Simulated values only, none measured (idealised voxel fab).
The name of this process module is voxel wiring stack.
Square cell edge 5 nm, section width 250 nm, ID cut.
The cross-sections in this document take the form of a grid made of square cells. They are written out as bands, in order from top to bottom. Each band consists of one or more rows of cells. The band entry comprises the height of the band's top followed by the height of its bottom, expressed in nm, and subsequently the band's materials from left to right, each stated together with its width in nm. Where a single material is marked with the word "everywhere", that material fills the band from edge to edge. The word "air" represents empty space. Heights from 0 (as-received wafer is one material below). Bottom band endless downward, as "0 down". The two numbers in a width such as "30 to 40" mark its ends across the band: the first belongs to the top row of cells, the second to the bottom row, and from each row to the next the width moves by the same amount. Basically "no modifications" means that step didn't change any cell in the cross-section. Closed empty spaces (no open way to the top) of 8 cells or more are what "Closed void inventory" lists, each as width x height at distance from the left edge, nm for all three. Post-settings text on a step line: simulator's own remark regarding the step. Steps that use a mask can have "overlay nm" on their line. It says how far the mask sat to the right of where it was meant to be. Negative means to the left.
Process steps (planned):
1: RECEIVE | material Si
2: CONFORMAL_DEP | material SiO2 | thk nm 10
3: CONFORMAL_DEP | material SiN | thk nm 5
4: DIRECTIONAL_DEP | material SiO2 | thk nm 20
5: DIRECTIONAL_DEP | material aC | thk nm 10
6: PATTERN | tone open | mask id METAL_1 | material resist | width nm 20 | pitch nm 40 | thk nm 25 | overlay nm 0
7: DIRECTIONAL_ETCH | etch materials aC | depth nm 10
8: STRIP | etch materials resist
9: DIRECTIONAL_ETCH | etch materials SiO2 | depth nm 20
10: DIRECTIONAL_ETCH | etch materials SiN | depth nm 5
11: STRIP | etch materials aC
12: CONFORMAL_DEP | material TiN | thk nm 5
13: FILL_DEP | material Cu | thk nm 5
14: CMP | height nm 35
15: CONFORMAL_DEP | material SiCN | thk nm 5
16: DIRECTIONAL_DEP | material lowk | thk nm 30
17: MASKED_ETCH | tone open | mask id METAL_2 | width nm 20 | pitch nm 40 | etch materials lowk | depth nm 20 | overlay nm 0
18: PATTERN | tone open | mask id METAL_2_HOLES | material resist | width nm 15 | pitch nm 40 | thk nm 20 | overlay nm 0
19: DIRECTIONAL_ETCH | etch materials lowk | depth nm 10
20: DIRECTIONAL_ETCH | etch materials SiCN | depth nm 5
21: STRIP | etch materials resist
22: CONFORMAL_DEP | material TiN | thk nm 5
23: FILL_DEP | material Cu | thk nm 10
24: CMP | height nm 70
25: CONFORMAL_DEP | material SiCN | thk nm 5
26: DIRECTIONAL_DEP | material lowk | thk nm 10
27: DIRECTIONAL_DEP | material aC | thk nm 15
28: PATTERN | tone open | mask id PLUG_2 | material resist | width nm 15 | thk nm 35 | overlay nm 0
29: DIRECTIONAL_ETCH | etch materials aC | depth nm 15
30: STRIP | etch materials resist
31: DIRECTIONAL_ETCH | etch materials lowk | depth nm 10
32: DIRECTIONAL_ETCH | etch materials SiCN | depth nm 5
33: STRIP | etch materials aC
34: EPI | material Ru | thk nm 10
35: EPI | material Ru | thk nm 5
36: CONFORMAL_DEP | material SiCN | thk nm 5
37: DIRECTIONAL_DEP | material lowk | thk nm 20
38: PATTERN | tone open | mask id METAL_3 | material resist | width nm 20 | pitch nm 40 | thk nm 15 | overlay nm 0
39: DIRECTIONAL_ETCH | etch materials lowk | depth nm 20
40: DIRECTIONAL_ETCH | etch materials SiCN | depth nm 5
41: STRIP | etch materials resist
42: CONFORMAL_DEP | material TiN | thk nm 5
43: FILL_DEP | material Cu | thk nm 5
44: CMP | height nm 110
45: EPI | material Ru | thk nm 5
46: FILL_DEP | material SiCN | thk nm 5
47: DIRECTIONAL_DEP | material SiO2 | thk nm 10
48: DIRECTIONAL_DEP | material aC | thk nm 10
49: PATTERN | tone open | mask id PLUG_3 | material resist | width nm 15 | pitch nm 40 | thk nm 30 | overlay nm 0
50: DIRECTIONAL_ETCH | etch materials aC | depth nm 10
51: STRIP | etch materials resist
52: DIRECTIONAL_ETCH | etch materials SiO2 | depth nm 10
53: DIRECTIONAL_ETCH | etch materials SiCN | depth nm 5
54: STRIP | etch materials aC
55: EPI | material Ru | thk nm 10
56: EPI | material Ru | thk nm 5
57: CONFORMAL_DEP | material SiN | thk nm 5
58: DIRECTIONAL_DEP | material SiO2 | thk nm 15
59: MASKED_ETCH | tone open | mask id METAL_4 | width nm 20 | pitch nm 40 | etch materials SiO2 | depth nm 15 | overlay nm 0
60: MASKED_ETCH | tone open | mask id METAL_4 | width nm 20 | pitch nm 40 | etch materials SiN | depth nm 5 | overlay nm 0
61: CONFORMAL_DEP | material TiN | thk nm 5
62: FILL_DEP | material W | thk nm 10
63: CMP | height nm 150
64: EPI | material Ru | thk nm 5
65: FILL_DEP | material SiCN | thk nm 5
First wafer of two (run as planned):
Cross-sectional view of the wafer in its as-received condition, corresponding to the state after step 1:
> 0 down: Si everywhere
> Closed void inventory: none
Sectional view: wafer, after step 2:
> 10 to 0: SiO2 everywhere
> For the remainder of the cross-section, below 0, there is no change.
Sectional view: wafer, after step 3:
> 15 to 10: SiN everywhere
> For the remainder of the cross-section, below 10, there is no change.
Sectional view: wafer, after step 4:
> 35 to 15: SiO2 everywhere
> For the remainder of the cross-section, below 15, there is no change.
Sectional view: wafer, after step 5:
> 45 to 35: aC everywhere
> For the remainder of the cross-section, below 35, there is no change.
Sectional view: wafer, after step 6:
> 70 to 45: resist=95; air=20; resist=20; air=20; resist=95
> For the remainder of the cross-section, below 45, there is no change.
Sectional view: wafer, after step 7:
> 60 to 45: resist=95; air=20; resist=20; air=20; resist=95
> 45 to 35: aC=95; air=20; aC=20; air=20; aC=95
> For the remainder of the cross-section, below 35, there is no change.
Sectional view: wafer, after step 8:
> 45 to 35: aC=95; air=20; aC=20; air=20; aC=95
> For the remainder of the cross-section, below 35, there is no change.
Sectional view: wafer, after step 9:
> 45 to 35: aC=95; air=20; aC=20; air=20; aC=95
> 35 to 15: SiO2=95; air=20; SiO2=20; air=20; SiO2=95
> For the remainder of the cross-section, below 15, there is no change.
Sectional view: wafer, after step 10:
> 45 to 35: aC=95; air=20; aC=20; air=20; aC=95
> 35 to 15: SiO2=95; air=20; SiO2=20; air=20; SiO2=95
> 15 to 10: SiN=95; air=20; SiN=20; air=20; SiN=95
> For the remainder of the cross-section, below 10, there is no change.
Sectional view: wafer, after step 11:
> 35 to 15: SiO2=95; air=20; SiO2=20; air=20; SiO2=95
> For the remainder of the cross-section, below 15, there is no change.
Sectional view: wafer, after step 12:
> 40 to 35: TiN=100; air=10; TiN=30; air=10; TiN=100
> 35 to 15: SiO2=95; TiN=5; air=10; TiN=5; SiO2=20; TiN=5; air=10; TiN=5; SiO2=95
> 15 to 10: SiN=95; TiN=20; SiN=20; TiN=20; SiN=95
> For the remainder of the cross-section, below 10, there is no change.
Sectional view: wafer, after step 13:
> 45 to 40: Cu everywhere
> 40 to 35: TiN=100; Cu=10; TiN=30; Cu=10; TiN=100
> 35 to 15: SiO2=95; TiN=5; Cu=10; TiN=5; SiO2=20; TiN=5; Cu=10; TiN=5; SiO2=95
> For the remainder of the cross-section, below 15, there is no change.
Sectional view: wafer, after step 14:
> 35 to 15: SiO2=95; TiN=5; Cu=10; TiN=5; SiO2=20; TiN=5; Cu=10; TiN=5; SiO2=95
> For the remainder of the cross-section, below 15, there is no change.
Sectional view: wafer, after step 15:
> 40 to 35: SiCN everywhere
> For the remainder of the cross-section, below 35, there is no change.
Sectional view: wafer, after step 16:
> 70 to 40: lowk everywhere
> For the remainder of the cross-section, below 40, there is no change.
Sectional view: wafer, after step 17:
> 70 to 50: lowk=95; air=20; lowk=20; air=20; lowk=95
> For the remainder of the cross-section, below 50, there is no change.
Sectional view: wafer, after step 18:
> 90 to 70: resist=95; air=15; resist=25; air=15; resist=100
> 70 to 50: lowk=95; air=15; resist=5; lowk=20; air=15; resist=5; lowk=95
> For the remainder of the cross-section, below 50, there is no change.
Sectional view: wafer, after step 19:
> 90 to 70: resist=95; air=15; resist=25; air=15; resist=100
> 70 to 50: lowk=95; air=15; resist=5; lowk=20; air=15; resist=5; lowk=95
> 50 to 40: lowk=95; air=15; lowk=25; air=15; lowk=100
> For the remainder of the cross-section, below 40, there is no change.
Sectional view: wafer, after step 20:
> 90 to 70: resist=95; air=15; resist=25; air=15; resist=100
> 70 to 50: lowk=95; air=15; resist=5; lowk=20; air=15; resist=5; lowk=95
> 50 to 40: lowk=95; air=15; lowk=25; air=15; lowk=100
> 40 to 35: SiCN=95; air=15; SiCN=25; air=15; SiCN=100
> For the remainder of the cross-section, below 35, there is no change.
Sectional view: wafer, after step 21:
> 70 to 50: lowk=95; air=20; lowk=20; air=20; lowk=95
> For the remainder of the cross-section, below 50, there is no change.
Sectional view: wafer, after step 22:
> 75 to 70: TiN=100; air=10; TiN=30; air=10; TiN=100
> 70 to 55: lowk=95; TiN=5; air=10; TiN=5; lowk=20; TiN=5; air=10; TiN=5; lowk=95
> 55 to 50: lowk=95; TiN=5; air=5; TiN=10; lowk=20; TiN=5; air=5; TiN=10; lowk=95
> 50 to 40: lowk=95; TiN=5; air=5; TiN=5; lowk=25; TiN=5; air=5; TiN=5; lowk=100
> 40 to 35: SiCN=95; TiN=15; SiCN=25; TiN=15; SiCN=100
> For the remainder of the cross-section, below 35, there is no change.
Sectional view: wafer, after step 23:
> 85 to 75: Cu everywhere
> 75 to 70: TiN=100; Cu=10; TiN=30; Cu=10; TiN=100
> 70 to 55: lowk=95; TiN=5; Cu=10; TiN=5; lowk=20; TiN=5; Cu=10; TiN=5; lowk=95
> 55 to 50: lowk=95; TiN=5; Cu=5; TiN=10; lowk=20; TiN=5; Cu=5; TiN=10; lowk=95
> 50 to 40: lowk=95; TiN=5; Cu=5; TiN=5; lowk=25; TiN=5; Cu=5; TiN=5; lowk=100
> For the remainder of the cross-section, below 40, there is no change.
Sectional view: wafer, after step 24:
> 70 to 55: lowk=95; TiN=5; Cu=10; TiN=5; lowk=20; TiN=5; Cu=10; TiN=5; lowk=95
> For the remainder of the cross-section, below 55, there is no change.
Sectional view: wafer, after step 25:
> 75 to 70: SiCN everywhere
> For the remainder of the cross-section, below 70, there is no change.
Sectional view: wafer, after step 26:
> 85 to 75: lowk everywhere
> For the remainder of the cross-section, below 75, there is no change.
Sectional view: wafer, after step 27:
> 100 to 85: aC everywhere
> For the remainder of the cross-section, below 85, there is no change.
Sectional view: wafer, after step 28:
> 135 to 100: resist=95; air=15; resist=140
> For the remainder of the cross-section, below 100, there is no change.
Sectional view: wafer, after step 29:
> 120 to 100: resist=95; air=15; resist=140
> 100 to 85: aC=95; air=15; aC=140
> For the remainder of the cross-section, below 85, there is no change.
Sectional view: wafer, after step 30:
> 100 to 85: aC=95; air=15; aC=140
> For the remainder of the cross-section, below 85, there is no change.
Sectional view: wafer, after step 31:
> 100 to 85: aC=95; air=15; aC=140
> 85 to 75: lowk=95; air=15; lowk=140
> For the remainder of the cross-section, below 75, there is no change.
Sectional view: wafer, after step 32:
> 100 to 85: aC=95; air=15; aC=140
> 85 to 75: lowk=95; air=15; lowk=140
> 75 to 70: SiCN=95; air=15; SiCN=140
> For the remainder of the cross-section, below 70, there is no change.
Sectional view: wafer, after step 33:
> 85 to 75: lowk=95; air=15; lowk=140
> For the remainder of the cross-section, below 75, there is no change.
Sectional view: wafer, after step 34:
> 85 to 80: lowk=95; air=15; lowk=140
> 80 to 75: lowk=95; Ru=15; lowk=140
> 75 to 70: SiCN=95; Ru=15; SiCN=140
> For the remainder of the cross-section, below 70, there is no change.
Sectional view: wafer, after step 35:
> 85 to 75: lowk=95; Ru=15; lowk=140
> For the remainder of the cross-section, below 75, there is no change.
Sectional view: wafer, after step 36:
> 90 to 85: SiCN everywhere
> For the remainder of the cross-section, below 85, there is no change.
Sectional view: wafer, after step 37:
> 110 to 90: lowk everywhere
> For the remainder of the cross-section, below 90, there is no change.
Sectional view: wafer, after step 38:
> 125 to 110: resist=95; air=20; resist=20; air=20; resist=95
> For the remainder of the cross-section, below 110, there is no change.
Sectional view: wafer, after step 39:
> 125 to 110: resist=95; air=20; resist=20; air=20; resist=95
> 110 to 90: lowk=95; air=20; lowk=20; air=20; lowk=95
> For the remainder of the cross-section, below 90, there is no change.
Sectional view: wafer, after step 40:
> 125 to 110: resist=95; air=20; resist=20; air=20; resist=95
> 110 to 90: lowk=95; air=20; lowk=20; air=20; lowk=95
> 90 to 85: SiCN=95; air=20; SiCN=20; air=20; SiCN=95
> For the remainder of the cross-section, below 85, there is no change.
Sectional view: wafer, after step 41:
> 110 to 90: lowk=95; air=20; lowk=20; air=20; lowk=95
> For the remainder of the cross-section, below 90, there is no change.
Sectional view: wafer, after step 42:
> 115 to 110: TiN=100; air=10; TiN=30; air=10; TiN=100
> 110 to 90: lowk=95; TiN=5; air=10; TiN=5; lowk=20; TiN=5; air=10; TiN=5; lowk=95
> 90 to 85: SiCN=95; TiN=20; SiCN=20; TiN=20; SiCN=95
> For the remainder of the cross-section, below 85, there is no change.
Sectional view: wafer, after step 43:
> 120 to 115: Cu everywhere
> 115 to 110: TiN=100; Cu=10; TiN=30; Cu=10; TiN=100
> 110 to 90: lowk=95; TiN=5; Cu=10; TiN=5; lowk=20; TiN=5; Cu=10; TiN=5; lowk=95
> For the remainder of the cross-section, below 90, there is no change.
Sectional view: wafer, after step 44:
> 110 to 90: lowk=95; TiN=5; Cu=10; TiN=5; lowk=20; TiN=5; Cu=10; TiN=5; lowk=95
> For the remainder of the cross-section, below 90, there is no change.
Sectional view: wafer, after step 45:
> 115 to 110: air=90; Ru=30; air=10; Ru=30; air=90
> For the remainder of the cross-section, below 110, there is no change.
Sectional view: wafer, after step 46:
> 120 to 115: SiCN everywhere
> 115 to 110: SiCN=90; Ru=30; SiCN=10; Ru=30; SiCN=90
> For the remainder of the cross-section, below 110, there is no change.
Sectional view: wafer, after step 47:
> 130 to 120: SiO2 everywhere
> For the remainder of the cross-section, below 120, there is no change.
Sectional view: wafer, after step 48:
> 140 to 130: aC everywhere
> For the remainder of the cross-section, below 130, there is no change.
Sectional view: wafer, after step 49:
> 170 to 140: resist=95; air=15; resist=25; air=15; resist=100
> For the remainder of the cross-section, below 140, there is no change.
Sectional view: wafer, after step 50:
> 160 to 140: resist=95; air=15; resist=25; air=15; resist=100
> 140 to 130: aC=95; air=15; aC=25; air=15; aC=100
> For the remainder of the cross-section, below 130, there is no change.
Sectional view: wafer, after step 51:
> 140 to 130: aC=95; air=15; aC=25; air=15; aC=100
> For the remainder of the cross-section, below 130, there is no change.
Sectional view: wafer, after step 52:
> 140 to 130: aC=95; air=15; aC=25; air=15; aC=100
> 130 to 120: SiO2=95; air=15; SiO2=25; air=15; SiO2=100
> For the remainder of the cross-section, below 120, there is no change.
Sectional view: wafer, after step 53:
> 140 to 130: aC=95; air=15; aC=25; air=15; aC=100
> 130 to 120: SiO2=95; air=15; SiO2=25; air=15; SiO2=100
> 120 to 115: SiCN=95; air=15; SiCN=25; air=15; SiCN=100
> For the remainder of the cross-section, below 115, there is no change.
Sectional view: wafer, after step 54:
> 130 to 120: SiO2=95; air=15; SiO2=25; air=15; SiO2=100
> For the remainder of the cross-section, below 120, there is no change.
Sectional view: wafer, after step 55:
> 130 to 125: SiO2=95; air=15; SiO2=25; air=15; SiO2=100
> 125 to 120: SiO2=95; Ru=15; SiO2=25; Ru=15; SiO2=100
> 120 to 110: SiCN=95 to 90; Ru=15 to 30; SiCN=25 to 10; Ru=15 to 30; SiCN=100 to 90
> For the remainder of the cross-section, below 110, there is no change.
Sectional view: wafer, after step 56:
> 130 to 120: SiO2=95; Ru=15; SiO2=25; Ru=15; SiO2=100
> For the remainder of the cross-section, below 120, there is no change.
Sectional view: wafer, after step 57:
> 135 to 130: SiN everywhere
> For the remainder of the cross-section, below 130, there is no change.
Sectional view: wafer, after step 58:
> 150 to 135: SiO2 everywhere
> For the remainder of the cross-section, below 135, there is no change.
Sectional view: wafer, after step 59:
> 150 to 135: SiO2=95; air=20; SiO2=20; air=20; SiO2=95
> For the remainder of the cross-section, below 135, there is no change.
Sectional view: wafer, after step 60:
> 150 to 135: SiO2=95; air=20; SiO2=20; air=20; SiO2=95
> 135 to 130: SiN=95; air=20; SiN=20; air=20; SiN=95
> For the remainder of the cross-section, below 130, there is no change.
Sectional view: wafer, after step 61:
> 155 to 150: TiN=100; air=10; TiN=30; air=10; TiN=100
> 150 to 135: SiO2=95; TiN=5; air=10; TiN=5; SiO2=20; TiN=5; air=10; TiN=5; SiO2=95
> 135 to 130: SiN=95; TiN=20; SiN=20; TiN=20; SiN=95
> For the remainder of the cross-section, below 130, there is no change.
Sectional view: wafer, after step 62:
> 165 to 155: W everywhere
> 155 to 150: TiN=100; W=10; TiN=30; W=10; TiN=100
> 150 to 135: SiO2=95; TiN=5; W=10; TiN=5; SiO2=20; TiN=5; W=10; TiN=5; SiO2=95
> For the remainder of the cross-section, below 135, there is no change.
Sectional view: wafer, after step 63:
> 150 to 135: SiO2=95; TiN=5; W=10; TiN=5; SiO2=20; TiN=5; W=10; TiN=5; SiO2=95
> For the remainder of the cross-section, below 135, there is no change.
Sectional view: wafer, after step 64:
> 155 to 150: air=90; Ru=30; air=10; Ru=30; air=90
> For the remainder of the cross-section, below 150, there is no change.
Sectional view: wafer, after step 65:
> 160 to 155: SiCN everywhere
> 155 to 150: SiCN=90; Ru=30; SiCN=10; Ru=30; SiCN=90
> For the remainder of the cross-section, below 150, there is no change.
Second wafer. Start and plan as for the first. One mistake made in running. Agrees with the first up to and including step 54:
The second wafer cut through, at the time step 55 was supposed to be finished:
> 135 to 130: air=90; Ru=25; air=15; Ru=25; air=95
> 130 to 120: SiO2=95; Ru=15; SiO2=25; Ru=15; SiO2=100
> 120 to 110: SiCN=95 to 90; Ru=15 to 30; SiCN=25 to 10; Ru=15 to 30; SiCN=100 to 90
> For the remainder of the cross-section, below 110, there is no change.
The second wafer cut through, at the time step 56 was supposed to be finished:
> 140 to 130: air=85; Ru=35; air=5; Ru=35; air=90
> For the remainder of the cross-section, below 130, there is no change.
The second wafer cut through, at the time step 57 was supposed to be finished:
> 145 to 140: air=80; SiN=85; air=85
> 140 to 135: air=80; SiN=5; Ru=35; SiN=5; Ru=35; SiN=5; air=85
> 135 to 130: SiN=85; Ru=35; SiN=5; Ru=35; SiN=90
> For the remainder of the cross-section, below 130, there is no change.
The second wafer cut through, at the time step 58 was supposed to be finished:
> 160 to 150: air=80; SiO2=85; air=85
> 150 to 145: SiO2 everywhere
> 145 to 140: SiO2=80; SiN=85; SiO2=85
> 140 to 135: SiO2=80; SiN=5; Ru=35; SiN=5; Ru=35; SiN=5; SiO2=85
> For the remainder of the cross-section, below 135, there is no change.
The second wafer cut through, at the time step 59 was supposed to be finished:
> 160 to 150: air=80; SiO2=15; air=20; SiO2=20; air=20; SiO2=10; air=85
> 150 to 145: SiO2=95; air=20; SiO2=20; air=20; SiO2=95
> For the remainder of the cross-section, below 145, there is no change.
The second wafer cut through, at the time step 60 was supposed to be finished:
> 160 to 150: air=80; SiO2=15; air=20; SiO2=20; air=20; SiO2=10; air=85
> 150 to 145: SiO2=95; air=20; SiO2=20; air=20; SiO2=95
> 145 to 140: SiO2=80; SiN=15; air=20; SiN=20; air=20; SiN=10; SiO2=85
> For the remainder of the cross-section, below 140, there is no change.
The second wafer cut through, at the time step 61 was supposed to be finished:
> 165 to 160: air=75; TiN=25; air=10; TiN=30; air=10; TiN=20; air=80
> 160 to 155: air=75; TiN=5; SiO2=15; TiN=5; air=10; TiN=5; SiO2=20; TiN=5; air=10; TiN=5; SiO2=10; TiN=5; air=80
> 155 to 150: TiN=80; SiO2=15; TiN=5; air=10; TiN=5; SiO2=20; TiN=5; air=10; TiN=5; SiO2=10; TiN=85
> 150 to 145: SiO2=95; TiN=5; air=10; TiN=5; SiO2=20; TiN=5; air=10; TiN=5; SiO2=95
> 145 to 140: SiO2=80; SiN=15; TiN=20; SiN=20; TiN=20; SiN=10; SiO2=85
> For the remainder of the cross-section, below 140, there is no change.
The second wafer cut through, at the time step 62 was supposed to be finished:
> 175 to 165: W everywhere
> 165 to 160: W=75; TiN=25; W=10; TiN=30; W=10; TiN=20; W=80
> 160 to 155: W=75; TiN=5; SiO2=15; TiN=5; W=10; TiN=5; SiO2=20; TiN=5; W=10; TiN=5; SiO2=10; TiN=5; W=80
> 155 to 150: TiN=80; SiO2=15; TiN=5; W=10; TiN=5; SiO2=20; TiN=5; W=10; TiN=5; SiO2=10; TiN=85
> 150 to 145: SiO2=95; TiN=5; W=10; TiN=5; SiO2=20; TiN=5; W=10; TiN=5; SiO2=95
> For the remainder of the cross-section, below 145, there is no change.
The second wafer cut through, at the time step 63 was supposed to be finished:
> 150 to 145: SiO2=95; TiN=5; W=10; TiN=5; SiO2=20; TiN=5; W=10; TiN=5; SiO2=95
> For the remainder of the cross-section, below 145, there is no change.
The second wafer cut through, at the time step 64 was supposed to be finished:
> 155 to 150: air=90; Ru=30; air=10; Ru=30; air=90
> For the remainder of the cross-section, below 150, there is no change.
The second wafer cut through, at the time step 65 was supposed to be finished:
> 160 to 155: SiCN everywhere
> 155 to 150: SiCN=90; Ru=30; SiCN=10; Ru=30; SiCN=90
> For the remainder of the cross-section, below 150, there is no change.
what went wrong: plan step 55 was conducted twice
Counted in cells at the end, the second wafer holds more or fewer of these materials than the first: +28 Ru, +6 SiN, -18 SiO2, -8 TiN, -8 W
